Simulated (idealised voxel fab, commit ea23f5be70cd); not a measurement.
process module | voxel capacitor over wiring
cross-section cut | 235 nm wide | cells 5 nm
A cross-section is a grid of square cells, given in bands from the top down. A band is one or more rows of cells.
Each band's line starts with the height of the band's top and of its bottom, in nm. Then come its materials from left to right, each with its width in nm. One material with "throughout" fills the band from edge to edge. "air" is empty space.
Height 0 is the level under which the wafer as received is all one material. The lowest band goes on downwards, as in "0 down".
A width such as "30 to 40" changes by the same amount from each row of cells to the next, from the band's top row to its bottom row.
"no change" after a step means that no cell of the cross-section changed.
closed voids: empty space of 8 cells or more with no open way to the top, each as width x height at its distance from the left edge, in nm
after a step's settings: what the simulator itself notes on the step
overlay nm, on a step with a mask: how far to the right of its planned place the mask lay; to the left if negative
plan
1 op RECEIVE | material Si
2 op CONFORMAL_DEP | material SiO2 | thk nm 15
3 op DIRECTIONAL_DEP | material TiN | thk nm 5
4 op DIRECTIONAL_DEP | material Ru | thk nm 20
5 op DIRECTIONAL_DEP | material aC | thk nm 10
6 op PATTERN | tone cover | mask id METAL_1 | material resist | width nm 20 | pitch nm 90 | thk nm 30 | overlay nm 0
7 op DIRECTIONAL_ETCH | etch materials aC | depth nm 10
8 op STRIP | etch materials resist
9 op DIRECTIONAL_ETCH | etch materials Ru | depth nm 20
10 op DIRECTIONAL_ETCH | etch materials TiN | depth nm 5
11 op STRIP | etch materials aC
12 op FILL_DEP | material SiO2 | thk nm 10
13 op CMP | height nm 40
14 op CONFORMAL_DEP | material SiCN | thk nm 5
15 op DIRECTIONAL_DEP | material lowk | thk nm 15
16 op MASKED_ETCH | tone open | mask id PLUG_1 | width nm 15 | etch materials lowk | depth nm 15 | overlay nm 0
17 op MASKED_ETCH | tone open | mask id PLUG_1 | width nm 15 | etch materials SiCN | depth nm 5 | overlay nm 0
18 op CONFORMAL_DEP | material TiN | thk nm 5
19 op FILL_DEP | material Ru | thk nm 10
20 op CMP | height nm 60
21 op DIRECTIONAL_DEP | material TiN | thk nm 10
22 op DIRECTIONAL_DEP | material Al2O3 | thk nm 5
23 op DIRECTIONAL_DEP | material TiN | thk nm 5
24 op PATTERN | tone cover | mask id UPPER_PLATE | material resist | width nm 75 | thk nm 20 | overlay nm 0
25 op DIRECTIONAL_ETCH | etch materials TiN | depth nm 5
26 op DIRECTIONAL_ETCH | etch materials Al2O3 | depth nm 5
27 op STRIP | etch materials resist
28 op PATTERN | tone cover | mask id LOWER_PLATE | material resist | width nm 85 | thk nm 15 | overlay nm 0
29 op DIRECTIONAL_ETCH | etch materials TiN | depth nm 10
30 op STRIP | etch materials resist
31 op FILL_DEP | material SiO2 | thk nm 15
32 op CMP | height nm 90
33 op MASKED_ETCH | tone open | mask id PLUG_2 | width nm 15 | etch materials SiO2 | depth nm 10 | overlay nm 0
34 op CONFORMAL_DEP | material TiN | thk nm 5
35 op FILL_DEP | material Ru | thk nm 10
36 op CMP | height nm 90
37 op CONFORMAL_DEP | material SiN | thk nm 5
first wafer, as planned
as received, after step 1
  0 down: Si throughout
  closed voids: none
after step 2
  15 to 0: SiO2 throughout
  below 0: unchanged
after step 3
  20 to 15: TiN throughout
  below 15: unchanged
after step 4
  40 to 20: Ru throughout
  below 20: unchanged
after step 5
  50 to 40: aC throughout
  below 40: unchanged
after step 6
  80 to 50: air 60 | resist 20 | air 70 | resist 20 | air 65
  below 50: unchanged
after step 7
  70 to 50: air 60 | resist 20 | air 70 | resist 20 | air 65
  50 to 40: air 60 | aC 20 | air 70 | aC 20 | air 65
  below 40: unchanged
after step 8
  50 to 40: air 60 | aC 20 | air 70 | aC 20 | air 65
  below 40: unchanged
after step 9
  50 to 40: air 60 | aC 20 | air 70 | aC 20 | air 65
  40 to 20: air 60 | Ru 20 | air 70 | Ru 20 | air 65
  below 20: unchanged
after step 10
  50 to 40: air 60 | aC 20 | air 70 | aC 20 | air 65
  40 to 20: air 60 | Ru 20 | air 70 | Ru 20 | air 65
  20 to 15: air 60 | TiN 20 | air 70 | TiN 20 | air 65
  below 15: unchanged
after step 11
  40 to 20: air 60 | Ru 20 | air 70 | Ru 20 | air 65
  below 20: unchanged
after step 12
  50 to 40: SiO2 throughout
  40 to 20: SiO2 60 | Ru 20 | SiO2 70 | Ru 20 | SiO2 65
  20 to 15: SiO2 60 | TiN 20 | SiO2 70 | TiN 20 | SiO2 65
  below 15: unchanged
after step 13
  40 to 20: SiO2 60 | Ru 20 | SiO2 70 | Ru 20 | SiO2 65
  below 20: unchanged
after step 14
  45 to 40: SiCN throughout
  below 40: unchanged
after step 15
  60 to 45: lowk throughout
  below 45: unchanged
after step 16
  60 to 45: lowk 65 | air 15 | lowk 155
  below 45: unchanged
after step 17
  60 to 45: lowk 65 | air 15 | lowk 155
  45 to 40: SiCN 65 | air 15 | SiCN 155
  below 40: unchanged
after step 18
  65 to 60: TiN 70 | air 5 | TiN 160
  60 to 45: lowk 65 | TiN 5 | air 5 | TiN 5 | lowk 155
  45 to 40: SiCN 65 | TiN 15 | SiCN 155
  below 40: unchanged
after step 19
  75 to 65: Ru throughout
  65 to 60: TiN 70 | Ru 5 | TiN 160
  60 to 45: lowk 65 | TiN 5 | Ru 5 | TiN 5 | lowk 155
  below 45: unchanged
after step 20
  60 to 45: lowk 65 | TiN 5 | Ru 5 | TiN 5 | lowk 155
  below 45: unchanged
after step 21
  70 to 60: TiN throughout
  below 60: unchanged
after step 22
  75 to 70: Al2O3 throughout
  below 70: unchanged
after step 23
  80 to 75: TiN throughout
  below 75: unchanged
after step 24
  100 to 80: air 65 | resist 75 | air 95
  below 80: unchanged
after step 25
  100 to 80: air 65 | resist 75 | air 95
  80 to 75: air 65 | TiN 75 | air 95
  below 75: unchanged
after step 26
  100 to 80: air 65 | resist 75 | air 95
  80 to 75: air 65 | TiN 75 | air 95
  75 to 70: air 65 | Al2O3 75 | air 95
  below 70: unchanged
after step 27
  80 to 75: air 65 | TiN 75 | air 95
  below 75: unchanged
after step 28
  95 to 80: air 60 | resist 85 | air 90
  80 to 75: air 60 | resist 5 | TiN 75 | resist 5 | air 90
  75 to 70: air 60 | resist 5 | Al2O3 75 | resist 5 | air 90
  below 70: unchanged
after step 29
  95 to 80: air 60 | resist 85 | air 90
  80 to 75: air 60 | resist 5 | TiN 75 | resist 5 | air 90
  75 to 70: air 60 | resist 5 | Al2O3 75 | resist 5 | air 90
  70 to 60: air 60 | TiN 85 | air 90
  below 60: unchanged
after step 30
  80 to 75: air 65 | TiN 75 | air 95
  75 to 70: air 65 | Al2O3 75 | air 95
  below 70: unchanged
after step 31
  95 to 80: SiO2 throughout
  80 to 75: SiO2 65 | TiN 75 | SiO2 95
  75 to 70: SiO2 65 | Al2O3 75 | SiO2 95
  70 to 60: SiO2 60 | TiN 85 | SiO2 90
  below 60: unchanged
after step 32
  90 to 80: SiO2 throughout
  below 80: unchanged
after step 33
  90 to 80: SiO2 75 | air 15 | SiO2 145
  below 80: unchanged
after step 34
  95 to 90: TiN 80 | air 5 | TiN 150
  90 to 85: SiO2 75 | TiN 5 | air 5 | TiN 5 | SiO2 145
  85 to 75: SiO2 75 to 65 | TiN 15 to 75 | SiO2 145 to 95
  below 75: unchanged
after step 35
  105 to 95: Ru throughout
  95 to 90: TiN 80 | Ru 5 | TiN 150
  90 to 85: SiO2 75 | TiN 5 | Ru 5 | TiN 5 | SiO2 145
  below 85: unchanged
after step 36
  90 to 85: SiO2 75 | TiN 5 | Ru 5 | TiN 5 | SiO2 145
  below 85: unchanged
after step 37
  95 to 90: SiN throughout
  below 90: unchanged
second wafer: like start, like plan, one mistake. Through step 5 it matches the first wafer
when step 6 should have ended
  80 to 50: resist 60 | air 20 | resist 70 | air 20 | resist 65
  below 50: unchanged
when step 7 should have ended
  70 to 50: resist 60 | air 20 | resist 70 | air 20 | resist 65
  50 to 40: aC 60 | air 20 | aC 70 | air 20 | aC 65
  below 40: unchanged
when step 8 should have ended
  50 to 40: aC 60 | air 20 | aC 70 | air 20 | aC 65
  below 40: unchanged
when step 9 should have ended
  50 to 40: aC 60 | air 20 | aC 70 | air 20 | aC 65
  40 to 20: Ru 60 | air 20 | Ru 70 | air 20 | Ru 65
  below 20: unchanged
when step 10 should have ended
  50 to 40: aC 60 | air 20 | aC 70 | air 20 | aC 65
  40 to 20: Ru 60 | air 20 | Ru 70 | air 20 | Ru 65
  20 to 15: TiN 60 | air 20 | TiN 70 | air 20 | TiN 65
  below 15: unchanged
when step 11 should have ended
  40 to 20: Ru 60 | air 20 | Ru 70 | air 20 | Ru 65
  below 20: unchanged
when step 12 should have ended
  50 to 40: SiO2 throughout
  40 to 20: Ru 60 | SiO2 20 | Ru 70 | SiO2 20 | Ru 65
  20 to 15: TiN 60 | SiO2 20 | TiN 70 | SiO2 20 | TiN 65
  below 15: unchanged
when step 13 should have ended
  40 to 20: Ru 60 | SiO2 20 | Ru 70 | SiO2 20 | Ru 65
  below 20: unchanged
when step 14 should have ended
  45 to 40: SiCN throughout
  below 40: unchanged
when step 15 should have ended
  60 to 45: lowk throughout
  below 45: unchanged
when step 16 should have ended
  60 to 45: lowk 65 | air 15 | lowk 155
  below 45: unchanged
when step 17 should have ended
  60 to 45: lowk 65 | air 15 | lowk 155
  45 to 40: SiCN 65 | air 15 | SiCN 155
  below 40: unchanged
when step 18 should have ended
  65 to 60: TiN 70 | air 5 | TiN 160
  60 to 45: lowk 65 | TiN 5 | air 5 | TiN 5 | lowk 155
  45 to 40: SiCN 65 | TiN 15 | SiCN 155
  below 40: unchanged
when step 19 should have ended
  75 to 65: Ru throughout
  65 to 60: TiN 70 | Ru 5 | TiN 160
  60 to 45: lowk 65 | TiN 5 | Ru 5 | TiN 5 | lowk 155
  below 45: unchanged
when step 20 should have ended
  60 to 45: lowk 65 | TiN 5 | Ru 5 | TiN 5 | lowk 155
  below 45: unchanged
when step 21 should have ended
  70 to 60: TiN throughout
  below 60: unchanged
when step 22 should have ended
  75 to 70: Al2O3 throughout
  below 70: unchanged
when step 23 should have ended
  80 to 75: TiN throughout
  below 75: unchanged
when step 24 should have ended
  100 to 80: air 65 | resist 75 | air 95
  below 80: unchanged
when step 25 should have ended
  100 to 80: air 65 | resist 75 | air 95
  80 to 75: air 65 | TiN 75 | air 95
  below 75: unchanged
when step 26 should have ended
  100 to 80: air 65 | resist 75 | air 95
  80 to 75: air 65 | TiN 75 | air 95
  75 to 70: air 65 | Al2O3 75 | air 95
  below 70: unchanged
when step 27 should have ended
  80 to 75: air 65 | TiN 75 | air 95
  below 75: unchanged
when step 28 should have ended
  95 to 80: air 60 | resist 85 | air 90
  80 to 75: air 60 | resist 5 | TiN 75 | resist 5 | air 90
  75 to 70: air 60 | resist 5 | Al2O3 75 | resist 5 | air 90
  below 70: unchanged
when step 29 should have ended
  95 to 80: air 60 | resist 85 | air 90
  80 to 75: air 60 | resist 5 | TiN 75 | resist 5 | air 90
  75 to 70: air 60 | resist 5 | Al2O3 75 | resist 5 | air 90
  70 to 60: air 60 | TiN 85 | air 90
  below 60: unchanged
when step 30 should have ended
  80 to 75: air 65 | TiN 75 | air 95
  75 to 70: air 65 | Al2O3 75 | air 95
  below 70: unchanged
when step 31 should have ended
  95 to 80: SiO2 throughout
  80 to 75: SiO2 65 | TiN 75 | SiO2 95
  75 to 70: SiO2 65 | Al2O3 75 | SiO2 95
  70 to 60: SiO2 60 | TiN 85 | SiO2 90
  below 60: unchanged
when step 32 should have ended
  90 to 80: SiO2 throughout
  below 80: unchanged
when step 33 should have ended
  90 to 80: SiO2 75 | air 15 | SiO2 145
  below 80: unchanged
when step 34 should have ended
  95 to 90: TiN 80 | air 5 | TiN 150
  90 to 85: SiO2 75 | TiN 5 | air 5 | TiN 5 | SiO2 145
  85 to 75: SiO2 75 to 65 | TiN 15 to 75 | SiO2 145 to 95
  below 75: unchanged
when step 35 should have ended
  105 to 95: Ru throughout
  95 to 90: TiN 80 | Ru 5 | TiN 150
  90 to 85: SiO2 75 | TiN 5 | Ru 5 | TiN 5 | SiO2 145
  below 85: unchanged
when step 36 should have ended
  90 to 85: SiO2 75 | TiN 5 | Ru 5 | TiN 5 | SiO2 145
  below 85: unchanged
when step 37 should have ended
  95 to 90: SiN throughout
  below 90: unchanged
what went wrong: step 6 ran as: op PATTERN | tone open | mask id METAL_1 | material resist | width nm 20 | pitch nm 90 | thk nm 30 | overlay nm 0
at the end the second wafer has, in cells: 124 more of Ru | 155 fewer of SiO2 | 31 more of TiN
